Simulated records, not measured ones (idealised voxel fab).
process module | voxel ribs on slabs
cross-section cut | 265 nm wide | cells 5 nm
A cross-section is a grid of square cells, given in bands from the top down. A band is one or more rows of cells.
Each band's line starts with the height of the band's top and of its bottom, in nm. Then come its materials from left to right, each with its width in nm. One material with "throughout" fills the band from edge to edge. "air" is empty space.
Height 0 is the level under which the wafer as received is all one material. The lowest band goes on downwards, as in "0 down".
A width such as "30 to 40" changes by the same amount from each row of cells to the next, from the band's top row to its bottom row.
"no change" after a step means that no cell of the cross-section changed.
closed voids: empty space of 8 cells or more with no open way to the top, each as width x height at its distance from the left edge, in nm
after a step's settings: what the simulator itself notes on the step
overlay nm, on a step with a mask: how far to the right of its planned place the mask lay; to the left if negative
plan
1 op RECEIVE | material Si
2 op DIRECTIONAL_DEP | material SiO2 | thk nm 20
3 op DIRECTIONAL_DEP | material polySi | thk nm 15
4 op PATTERN | tone cover | mask id RIB | material resist | width nm 30 | thk nm 15 | overlay nm 0
5 op DIRECTIONAL_ETCH | etch materials polySi | depth nm 5
6 op STRIP | etch materials resist
7 op PATTERN | tone cover | mask id SLAB | material resist | width nm 80 | thk nm 20 | overlay nm 0
8 op DIRECTIONAL_ETCH | etch materials polySi | depth nm 10
9 op STRIP | etch materials resist
10 op FILL_DEP | material SiO2 | thk nm 20
11 op CMP | height nm 50
12 op DIRECTIONAL_DEP | material TiN | thk nm 5
13 op DIRECTIONAL_DEP | material aC | thk nm 10
14 op PATTERN | tone cover | mask id HEATER | material resist | width nm 40 | thk nm 25 | overlay nm 0
15 op DIRECTIONAL_ETCH | etch materials aC | depth nm 10
16 op STRIP | etch materials resist
17 op DIRECTIONAL_ETCH | etch materials TiN | depth nm 5
18 op STRIP | etch materials aC
19 op CONFORMAL_DEP | material SiN | thk nm 5
as received, after step 1
  0 down: Si throughout
  closed voids: none
first wafer at the end, as planned
  60 to 55: air 105 | SiN 50 | air 110
  55 to 50: SiN 110 | TiN 40 | SiN 115
  50 to 35: SiO2 throughout
  35 to 30: SiO2 115 | polySi 30 | SiO2 120
  30 to 20: SiO2 90 | polySi 80 | SiO2 95
  20 to 0: SiO2 throughout
  0 down: Si throughout
  closed voids: none
second wafer at the end: like start, like plan, one mistake
  60 to 55: air 105 | SiN 50 | air 110
  55 to 50: SiN 110 | TiN 40 | SiN 115
  50 to 35: SiO2 throughout
  35 to 30: SiO2 90 | polySi 25 | SiO2 30 | polySi 25 | SiO2 95
  30 to 25: SiO2 90 | polySi 80 | SiO2 95
  25 to 20: polySi throughout
  20 to 0: SiO2 throughout
  0 down: Si throughout
  closed voids: none
what went wrong: step 4 ran as: op PATTERN | tone open | mask id RIB | material resist | width nm 30 | thk nm 15 | overlay nm 0
at the end the second wafer has, in cells: 41 fewer of SiO2 | 41 more of polySi
